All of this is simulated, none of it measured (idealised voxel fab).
Module name: voxel double patterning (process module)
FYI the section here is cut, 210 nm wide, cells are 5 nm squares.
A cross-section is a grid of square cells, given in bands from the top down. A band is one or more rows of cells.
For a band, the entry starts with two heights in nm, that of the top and then that of the bottom, and carries on with the band's materials in order from left to right, each alongside its width in nm; the word "edge to edge" beside a single material means it fills the band edge to edge, and "blank" means empty space.
Measure heights from 0. That's the level where, below it, the as-received wafer is all one material. The lowest band is bottomless and extends downward; write it as in "0 and below".
With a width like "30..40", each row of cells in the band differs from the next by the same amount, the top row carrying the first number and the bottom row the second.
Reading "changes: none" for a step: not a cell of the cross-section changed in it.
The entry titled "Enclosed void entries" provides the empty spaces that have no open way to the top, restricted to those of 8 cells or more. Each is presented as width x height at distance, the distance being measured from the left edge, with all three in nm.
Anything after a step's settings on that line? It's the simulator's own note about the step.
Among the settings permitted on a step's line is "overlay nm"; applied to a step with a mask, it specifies the extent to which the mask lay to the right of its planned position, whereas a negative figure signifies a position to the left.
# Here's what the planned process steps look like
1 RECEIVE (material Si)
2 CONFORMAL_DEP (material SiO2; thk nm 10)
3 DIRECTIONAL_DEP (material polySi; thk nm 10)
4 DIRECTIONAL_DEP (material SiN; thk nm 10)
5 DIRECTIONAL_DEP (material aC; thk nm 10)
6 PATTERN (tone open; mask id FIRST; material resist; width nm 15; pitch nm 50; thk nm 25; overlay nm 0)
7 DIRECTIONAL_ETCH (etch materials aC; depth nm 10)
8 STRIP (etch materials resist)
9 DIRECTIONAL_ETCH (etch materials SiN; depth nm 10)
10 STRIP (etch materials aC)
11 MASKED_ETCH (tone open; mask id SECOND; width nm 15; pitch nm 50; etch materials SiN; depth nm 10; overlay nm 0)
12 DIRECTIONAL_ETCH (etch materials polySi; depth nm 10)
13 STRIP (etch materials SiN)
# Wafer, first of two, run as planned
# Received-state cross-section, reflecting completion of step 1
    0 and below  Si edge to edge
    Enclosed void entries: none
# Cross-section of the wafer after step 2
    10 down to 0  SiO2 edge to edge
    Under the height 0 nothing was changed.
# Cross-section of the wafer after step 3
    20 down to 10  polySi edge to edge
    Under the height 10 nothing was changed.
# Cross-section of the wafer after step 4
    30 down to 20  SiN edge to edge
    Under the height 20 nothing was changed.
# Cross-section of the wafer after step 5
    40 down to 30  aC edge to edge
    Under the height 30 nothing was changed.
# Cross-section of the wafer after step 6
    65 down to 40  resist: 45  blank: 15  resist: 35  blank: 15  resist: 35  blank: 15  resist: 50
    Under the height 40 nothing was changed.
# Cross-section of the wafer after step 7
    55 down to 40  resist: 45  blank: 15  resist: 35  blank: 15  resist: 35  blank: 15  resist: 50
    40 down to 30  aC: 45  blank: 15  aC: 35  blank: 15  aC: 35  blank: 15  aC: 50
    Under the height 30 nothing was changed.
# Cross-section of the wafer after step 8
    40 down to 30  aC: 45  blank: 15  aC: 35  blank: 15  aC: 35  blank: 15  aC: 50
    Under the height 30 nothing was changed.
# Cross-section of the wafer after step 9
    40 down to 30  aC: 45  blank: 15  aC: 35  blank: 15  aC: 35  blank: 15  aC: 50
    30 down to 20  SiN: 45  blank: 15  SiN: 35  blank: 15  SiN: 35  blank: 15  SiN: 50
    Under the height 20 nothing was changed.
# Cross-section of the wafer after step 10
    30 down to 20  SiN: 45  blank: 15  SiN: 35  blank: 15  SiN: 35  blank: 15  SiN: 50
    Under the height 20 nothing was changed.
# Cross-section of the wafer after step 11
    30 down to 20  SiN: 45  blank: 15  SiN: 10  blank: 15  SiN: 10  blank: 15  SiN: 10  blank: 15  SiN: 10  blank: 15  SiN: 50
    Under the height 20 nothing was changed.
# Cross-section of the wafer after step 12
    30 down to 20  SiN: 45  blank: 15  SiN: 10  blank: 15  SiN: 10  blank: 15  SiN: 10  blank: 15  SiN: 10  blank: 15  SiN: 50
    20 down to 10  polySi: 45  blank: 15  polySi: 10  blank: 15  polySi: 10  blank: 15  polySi: 10  blank: 15  polySi: 10  blank: 15  polySi: 50
    Under the height 10 nothing was changed.
# Cross-section of the wafer after step 13
    20 down to 10  polySi: 45  blank: 15  polySi: 10  blank: 15  polySi: 10  blank: 15  polySi: 10  blank: 15  polySi: 10  blank: 15  polySi: 50
    Under the height 10 nothing was changed.
# The second wafer: identical to the first at the outset and in its planned sequence, differing only in that one mistake was made during processing; up to and including step 6, its path is the first wafer's path
# Cross-section of the second wafer when, according to plan, step 7 should have finished
    45 down to 40  resist: 45  blank: 15  resist: 35  blank: 15  resist: 35  blank: 15  resist: 50
    40 down to 30  aC: 45  blank: 15  aC: 35  blank: 15  aC: 35  blank: 15  aC: 50
    Under the height 30 nothing was changed.
# Cross-section of the second wafer when, according to plan, step 8 should have finished
    40 down to 30  aC: 45  blank: 15  aC: 35  blank: 15  aC: 35  blank: 15  aC: 50
    Under the height 30 nothing was changed.
# Cross-section of the second wafer when, according to plan, step 9 should have finished
    40 down to 30  aC: 45  blank: 15  aC: 35  blank: 15  aC: 35  blank: 15  aC: 50
    30 down to 20  SiN: 45  blank: 15  SiN: 35  blank: 15  SiN: 35  blank: 15  SiN: 50
    Under the height 20 nothing was changed.
# Cross-section of the second wafer when, according to plan, step 10 should have finished
    30 down to 20  SiN: 45  blank: 15  SiN: 35  blank: 15  SiN: 35  blank: 15  SiN: 50
    Under the height 20 nothing was changed.
# Cross-section of the second wafer when, according to plan, step 11 should have finished
    30 down to 20  SiN: 45  blank: 15  SiN: 10  blank: 15  SiN: 10  blank: 15  SiN: 10  blank: 15  SiN: 10  blank: 15  SiN: 50
    Under the height 20 nothing was changed.
# Cross-section of the second wafer when, according to plan, step 12 should have finished
    30 down to 20  SiN: 45  blank: 15  SiN: 10  blank: 15  SiN: 10  blank: 15  SiN: 10  blank: 15  SiN: 10  blank: 15  SiN: 50
    20 down to 10  polySi: 45  blank: 15  polySi: 10  blank: 15  polySi: 10  blank: 15  polySi: 10  blank: 15  polySi: 10  blank: 15  polySi: 50
    Under the height 10 nothing was changed.
# Cross-section of the second wafer when, according to plan, step 13 should have finished
    20 down to 10  polySi: 45  blank: 15  polySi: 10  blank: 15  polySi: 10  blank: 15  polySi: 10  blank: 15  polySi: 10  blank: 15  polySi: 50
    Under the height 10 nothing was changed.
What went wrong in running the wafer? execution of plan step 7 occurred twice
Same final cross-section on the two wafers, so the model's numbers don't move because of the mistake.
